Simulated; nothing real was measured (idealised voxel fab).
Process module heading - voxel plated lines
In the cross-section labelled cut, the width is 270 nm and each square cell is 5 nm.
Think of the cross-section as a grid of square cells. We describe it in bands, top to bottom, and each band covers one or more rows of those cells. Top height, bottom height, nm. Materials left to right, width each, nm. Single material + "edge to edge" = fills band edge to edge. "empty" = empty. For the purposes of this specification, 0 denotes the height below which the wafer in its as-received condition is composed wholly of one material, and the lowermost band, lacking a lower limit, extends downward without end, as expressed in "0 -> down". Think of "30..40" as a width that walks from the first number to the second as you go down the band, top row to bottom row, taking equal-sized steps from row to row. Step marked "remained the same"? Then no cell in the cross-section changed in it. "Fully closed voids" contains a list of empty spaces, each no smaller than 8 cells and without an open way to the top, written in the form width x height at distance with the distance from the left edge and all three in nm. On a step's line, text after the settings is the simulator commenting on that step. overlay nm: mask offset rightward from planned place, masked step; negative means leftward offset.
STEPS IN THE PROCESS PLAN
1. RECEIVE, material Si
2. CONFORMAL_DEP, material SiO2, thk nm 10
3. DIRECTIONAL_DEP, material TiN, thk nm 5
4. PATTERN, tone open, mask id LINES, material resist, width nm 25, pitch nm 40, thk nm 20, overlay nm 0
5. EPI, material Ru, thk nm 5
6. STRIP, etch materials resist
7. DIRECTIONAL_ETCH, etch materials TiN, depth nm 5
8. CONFORMAL_DEP, material SiN, thk nm 5
RECEIVED-STATE CROSS-SECTION, REFLECTING COMPLETION OF STEP 1
  0 -> down: Si edge to edge
  Fully closed voids: none
STARTING STRUCTURE AND PROCESS PLAN ARE AS SHOWN ABOVE, BUT ONE MISTAKE WAS MADE IN RUNNING THE MODULE; THE WAFER CROSS-SECTION AT THE END OF THE MODULE FOLLOWS
  20 -> 15: SiN edge to edge
  15 -> 5: SiO2 edge to edge
  5 -> 0: TiN edge to edge
  0 -> down: Si edge to edge
  Fully closed voids: none
Where did the run depart from the plan? steps 2 and 3: order swapped relative to plan
